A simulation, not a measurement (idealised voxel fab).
voxel released beams: a process module
The width of the displayed cross-section, cut, is 140 nm; its cells are square, with a size of 5 nm.
How to read a cross-section here: the picture is a grid of square cells, written as bands going from the top down, and any band can span one or more rows of cells.
Per band: top height and bottom height in nm, followed by the left-to-right materials and their widths in nm; "everywhere" marks a single material spanning edge to edge, "empty" marks empty space.
Heights are measured from 0, the level below which the as-received wafer is all one material; the lowest band has no bottom and continues downward, written as in "z 0 and below".
Graded width ("30 to 40"): value in top row of band = first number; value in bottom row = second number; row-to-row change constant.
"no alteration" after a step means that no cell of the cross-section changed.
The list in "Voids lacking openings" covers empty spaces of 8 cells or more that cannot reach the top through any open way, and it gives each as width x height at distance; the distance is from the left edge, and width, height and distance are in nm.
Step line, after settings: the simulator's comment on this step.
What "overlay nm" on a step's line means: if the step has a mask, that mask lay this far to the right of its planned place, or, when the value is negative, to the left.
[Process steps (planned)]
1 RECEIVE, material Si
2 CONFORMAL_DEP, material Al2O3, thk nm 5
3 DIRECTIONAL_DEP, material SiO2, thk nm 5
4 PATTERN, tone open, mask id ANCHOR, material resist, width nm 30, thk nm 15, overlay nm 0
5 DIRECTIONAL_ETCH, etch materials SiO2, depth nm 15
6 STRIP, etch materials resist
7 CONFORMAL_DEP, material W, thk nm 10
8 MASKED_ETCH, tone cover, mask id BEAM, width nm 85, etch materials W, depth nm 10, overlay nm 0
9 STRIP, etch materials SiO2
Wafer-to-wafer difference: thk nm, step 3. Common start. Plan = first wafer's value.
[Cross-section of the first of several wafers on receipt, reflecting completion of step 1]
> z 0 and below  Si everywhere
> Voids lacking openings: none
[The rows of the table below are wafers. Looking at the end of the module, a row counts, for every material, the cells the wafer has gained, shown as (+), or lost, shown as (-), since it was received; its closed voids come next]
thk nm 5; +28 Al2O3; +38 W; Voids lacking openings: none
thk nm 10; +28 Al2O3; +42 W; Voids lacking openings: none
thk nm 15; +28 Al2O3; +46 W; Voids lacking openings: none
thk nm 20; +28 Al2O3; Voids lacking openings: none
thk nm 25; +28 Al2O3; Voids lacking openings: none
thk nm 30; +28 Al2O3; Voids lacking openings: none
